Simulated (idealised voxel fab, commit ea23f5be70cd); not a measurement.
process module | voxel tone inversion
cross-section cut | 280 nm wide | cells 5 nm
A cross-section is a grid of square cells, given in bands from the top down. A band is one or more rows of cells.
Each band's line starts with the height of the band's top and of its bottom, in nm. Then come its materials from left to right, each with its width in nm. One material with "throughout" fills the band from edge to edge. "air" is empty space.
Height 0 is the level under which the wafer as received is all one material. The lowest band goes on downwards, as in "0 down".
A width such as "30 to 40" changes by the same amount from each row of cells to the next, from the band's top row to its bottom row.
"no change" after a step means that no cell of the cross-section changed.
closed voids: empty space of 8 cells or more with no open way to the top, each as width x height at its distance from the left edge, in nm
after a step's settings: what the simulator itself notes on the step
overlay nm, on a step with a mask: how far to the right of its planned place the mask lay; to the left if negative
plan
1 op RECEIVE | material Si
2 op CONFORMAL_DEP | material SiN | thk nm 10
3 op DIRECTIONAL_DEP | material aC | thk nm 20
4 op PATTERN | tone cover | mask id POSTS | material resist | width nm 20 | pitch nm 40 | thk nm 30 | overlay nm 0
5 op DIRECTIONAL_ETCH | etch materials aC | depth nm 20
6 op STRIP | etch materials resist
7 op FILL_DEP | material lowk | thk nm 5
8 op CMP | height nm 30
9 op STRIP | etch materials aC
10 op CONFORMAL_DEP | material TiN | thk nm 5
11 op FILL_DEP | material Ru | thk nm 5
12 op CMP | height nm 30
13 op CONFORMAL_DEP | material SiCN | thk nm 5
first wafer, as planned
as received, after step 1
  0 down: Si throughout
  closed voids: none
after step 2
  10 to 0: SiN throughout
  below 0: unchanged
after step 3
  30 to 10: aC throughout
  below 10: unchanged
after step 4
  60 to 30: air 90 | resist 20 | air 20 | resist 20 | air 20 | resist 20 | air 90
  below 30: unchanged
after step 5
  40 to 30: air 90 | resist 20 | air 20 | resist 20 | air 20 | resist 20 | air 90
  30 to 10: air 90 | aC 20 | air 20 | aC 20 | air 20 | aC 20 | air 90
  below 10: unchanged
after step 6
  30 to 10: air 90 | aC 20 | air 20 | aC 20 | air 20 | aC 20 | air 90
  below 10: unchanged
after step 7
  35 to 30: lowk throughout
  30 to 10: lowk 90 | aC 20 | lowk 20 | aC 20 | lowk 20 | aC 20 | lowk 90
  below 10: unchanged
after step 8
  30 to 10: lowk 90 | aC 20 | lowk 20 | aC 20 | lowk 20 | aC 20 | lowk 90
  below 10: unchanged
after step 9
  30 to 10: lowk 90 | air 20 | lowk 20 | air 20 | lowk 20 | air 20 | lowk 90
  below 10: unchanged
after step 10
  35 to 30: TiN 95 | air 10 | TiN 30 | air 10 | TiN 30 | air 10 | TiN 95
  30 to 15: lowk 90 | TiN 5 | air 10 | TiN 5 | lowk 20 | TiN 5 | air 10 | TiN 5 | lowk 20 | TiN 5 | air 10 | TiN 5 | lowk 90
  15 to 10: lowk 90 | TiN 20 | lowk 20 | TiN 20 | lowk 20 | TiN 20 | lowk 90
  below 10: unchanged
after step 11
  40 to 35: Ru throughout
  35 to 30: TiN 95 | Ru 10 | TiN 30 | Ru 10 | TiN 30 | Ru 10 | TiN 95
  30 to 15: lowk 90 | TiN 5 | Ru 10 | TiN 5 | lowk 20 | TiN 5 | Ru 10 | TiN 5 | lowk 20 | TiN 5 | Ru 10 | TiN 5 | lowk 90
  below 15: unchanged
after step 12
  30 to 15: lowk 90 | TiN 5 | Ru 10 | TiN 5 | lowk 20 | TiN 5 | Ru 10 | TiN 5 | lowk 20 | TiN 5 | Ru 10 | TiN 5 | lowk 90
  below 15: unchanged
after step 13
  35 to 30: SiCN throughout
  below 30: unchanged
second wafer: like start, like plan, one mistake. Through step 3 it matches the first wafer
when step 4 should have ended
  60 to 30: resist 90 | air 20 | resist 20 | air 20 | resist 20 | air 20 | resist 90
  below 30: unchanged
when step 5 should have ended
  40 to 30: resist 90 | air 20 | resist 20 | air 20 | resist 20 | air 20 | resist 90
  30 to 10: aC 90 | air 20 | aC 20 | air 20 | aC 20 | air 20 | aC 90
  below 10: unchanged
when step 6 should have ended
  30 to 10: aC 90 | air 20 | aC 20 | air 20 | aC 20 | air 20 | aC 90
  below 10: unchanged
when step 7 should have ended
  35 to 30: lowk throughout
  30 to 10: aC 90 | lowk 20 | aC 20 | lowk 20 | aC 20 | lowk 20 | aC 90
  below 10: unchanged
when step 8 should have ended
  30 to 10: aC 90 | lowk 20 | aC 20 | lowk 20 | aC 20 | lowk 20 | aC 90
  below 10: unchanged
when step 9 should have ended
  30 to 10: air 90 | lowk 20 | air 20 | lowk 20 | air 20 | lowk 20 | air 90
  below 10: unchanged
when step 10 should have ended
  35 to 30: air 85 | TiN 30 | air 10 | TiN 30 | air 10 | TiN 30 | air 85
  30 to 15: air 85 | TiN 5 | lowk 20 | TiN 5 | air 10 | TiN 5 | lowk 20 | TiN 5 | air 10 | TiN 5 | lowk 20 | TiN 5 | air 85
  15 to 10: TiN 90 | lowk 20 | TiN 20 | lowk 20 | TiN 20 | lowk 20 | TiN 90
  below 10: unchanged
when step 11 should have ended
  40 to 35: Ru throughout
  35 to 30: Ru 85 | TiN 30 | Ru 10 | TiN 30 | Ru 10 | TiN 30 | Ru 85
  30 to 15: Ru 85 | TiN 5 | lowk 20 | TiN 5 | Ru 10 | TiN 5 | lowk 20 | TiN 5 | Ru 10 | TiN 5 | lowk 20 | TiN 5 | Ru 85
  below 15: unchanged
when step 12 should have ended
  30 to 15: Ru 85 | TiN 5 | lowk 20 | TiN 5 | Ru 10 | TiN 5 | lowk 20 | TiN 5 | Ru 10 | TiN 5 | lowk 20 | TiN 5 | Ru 85
  below 15: unchanged
when step 13 should have ended
  35 to 30: SiCN throughout
  below 30: unchanged
what went wrong: step 4 ran as: op PATTERN | tone open | mask id POSTS | material resist | width nm 20 | pitch nm 40 | thk nm 30 | overlay nm 0
at the end the second wafer has, in cells: 96 more of Ru | 32 more of TiN | 128 fewer of lowk
